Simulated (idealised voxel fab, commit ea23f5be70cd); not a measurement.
Documented hereafter: the process module known as voxel trench capacitor.
We display cut, a cross-section 230 nm in width whose square cells are each 5 nm.
In this document a cross-section is written as a grid of square cells. It is given as a series of bands, listed from the top down, and a band is one or more rows of cells. Top, bottom (nm), then materials left to right with widths (nm); lone material tagged "throughout" fills the whole band edge to edge; "air" = empty space. Heads up on the height convention: 0 is the point under which the incoming wafer is all one material, and the lowest band has no bottom, it just keeps going down, like "z 0 and below". A width such as "30->40" changes by the same amount from each row of cells to the next, from the band's top row to its bottom row. The designation "no modification", where it is given for a processing step, indicates that no cell of the cross-section was altered in the course of that step. Look at "Closed cavities" for the closed voids: empty spaces with no open path to the top, sized 8 cells or up. Each is width x height at distance, distance from the left edge, all nm. If you see something after the settings on a step's line, that's the simulator's own remark about that step. overlay nm: step with mask; distance mask lay right of planned place; negative value = left of planned place.
**The planned process steps are enumerated hereunder**
1 RECEIVE (material Si)
2 CONFORMAL_DEP (material SiN; thk nm 10)
3 MASKED_ETCH (tone open; mask id TRENCH; width nm 20; pitch nm 45; etch materials SiN; depth nm 10; overlay nm 0)
4 MASKED_ETCH (tone open; mask id TRENCH; width nm 20; pitch nm 45; etch materials Si; depth nm 25; overlay nm 0)
5 CONFORMAL_DEP (material SiO2; thk nm 5)
6 FILL_DEP (material polySi; thk nm 10)
7 CMP (height nm 10)
**Cross-section, incoming material, after step 1**
> z 0 and below = Si throughout
> Closed cavities: none
**a wafer at the end: this start, this plan, one mistake**
> z 25 to 15 = polySi throughout
> z 15 to 10 = SiO2 65, polySi 10, SiO2 35, polySi 10, SiO2 35, polySi 10, SiO2 65
> z 10 to 0 = SiN 60, SiO2 5, polySi 10, SiO2 5, SiN 25, SiO2 5, polySi 10, SiO2 5, SiN 25, SiO2 5, polySi 10, SiO2 5, SiN 60
> z 0 to -20 = Si 60, SiO2 5, polySi 10, SiO2 5, Si 25, SiO2 5, polySi 10, SiO2 5, Si 25, SiO2 5, polySi 10, SiO2 5, Si 60
> z -20 to -25 = Si 60, SiO2 20, Si 25, SiO2 20, Si 25, SiO2 20, Si 60
> z -25 and below = Si throughout
> Closed cavities: none
Processing error: step 7 in the plan did not get run; it was skipped
